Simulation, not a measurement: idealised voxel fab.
The process module that follows is named voxel self aligned vias.
The figure presents cross-section cut, which has a width of 185 nm and is divided into square cells with an edge length of 5 nm.
For the purposes of this document, a cross-section shall be understood as a grid of square cells, specified as bands listed in top-to-bottom order, each band consisting of one or more rows of cells.
It is stipulated that each band's entry specify, in nanometres, the height of the top of the band and then that of its bottom, followed by the materials of the band in left-to-right sequence, each together with its width in nanometres. A single material marked by the word "full width" is understood to fill the band from edge to edge; the word "air" is understood to denote empty space.
Zero point of the height axis is 0; under it, received wafer = one material. Lowest band: continues down indefinitely, "0 and below".
Read "30 to 40" as a graded width: first number on top, second number at the bottom, same change between each pair of neighbouring rows.
When a step is marked "all unchanged", none of the cells in the cross-section changed during that step.
"Enclosed void listing" contains a list of empty spaces, each no smaller than 8 cells and without an open way to the top, written in the form width x height at distance with the distance from the left edge and all three in nm.
Step line, after settings: the simulator's comment on this step.
A step line may carry the setting "overlay nm", which, for steps involving a mask, states the distance by which the mask lay to the right of its intended position; negative values denote displacement to the left.
Process steps foreseen in the plan:
1. RECEIVE | material Si
2. CONFORMAL_DEP | material SiO2 | thk nm 15
3. CONFORMAL_DEP | material SiCN | thk nm 5
4. DIRECTIONAL_DEP | material lowk | thk nm 30
5. DIRECTIONAL_DEP | material aC | thk nm 10
6. PATTERN | tone open | mask id LINES | material resist | width nm 25 | pitch nm 55 | thk nm 30 | overlay nm 0
7. DIRECTIONAL_ETCH | etch materials aC | depth nm 10
8. STRIP | etch materials resist
9. DIRECTIONAL_ETCH | etch materials lowk | depth nm 30
10. STRIP | etch materials aC
11. CONFORMAL_DEP | material TiN | thk nm 5
12. FILL_DEP | material Ru | thk nm 5
13. CMP | height nm 50
14. SELECTIVE_ETCH | etch materials W Ru TiN | depth nm 5
15. FILL_DEP | material SiN | thk nm 10
16. CMP | height nm 50
17. DIRECTIONAL_DEP | material lowk | thk nm 15
18. PATTERN | tone open | mask id VIAS | material resist | width nm 35 | pitch nm 55 | thk nm 15 | overlay nm 0
19. DIRECTIONAL_ETCH | etch materials lowk | depth nm 15
20. DIRECTIONAL_ETCH | etch materials SiN | depth nm 5
21. STRIP | etch materials resist
22. CONFORMAL_DEP | material TiN | thk nm 5
23. FILL_DEP | material W | thk nm 10
24. CMP | height nm 65
25. CONFORMAL_DEP | material SiCN | thk nm 5
As received, after step 1:
> 0 and below | Si full width
> Enclosed void listing: none
Wafer cross-section at end of module: start and plan as shown above, one execution error:
> 85 down to 80 | SiCN full width
> 80 down to 70 | W full width
> 70 down to 65 | TiN 25 / W 25 / TiN 30 / W 25 / TiN 30 / W 25 / TiN 25
> 65 down to 55 | lowk 20 / TiN 5 / W 25 / TiN 5 / lowk 20 / TiN 5 / W 25 / TiN 5 / lowk 20 / TiN 5 / W 25 / TiN 5 / lowk 20
> 55 down to 50 | lowk 20 / TiN 10 / W 15 / TiN 10 / lowk 20 / TiN 10 / W 15 / TiN 10 / lowk 20 / TiN 10 / W 15 / TiN 10 / lowk 20
> 50 down to 45 | lowk 25 / TiN 25 / lowk 30 / TiN 25 / lowk 30 / TiN 25 / lowk 25
> 45 down to 25 | lowk 25 / TiN 5 / Ru 15 / TiN 5 / lowk 30 / TiN 5 / Ru 15 / TiN 5 / lowk 30 / TiN 5 / Ru 15 / TiN 5 / lowk 25
> 25 down to 20 | lowk 25 / TiN 25 / lowk 30 / TiN 25 / lowk 30 / TiN 25 / lowk 25
> 20 down to 15 | SiCN full width
> 15 down to 0 | SiO2 full width
> 0 and below | Si full width
> Enclosed void listing: none
Deviation noted in wafer processing: step 24 of the plan was bypassed and not carried out
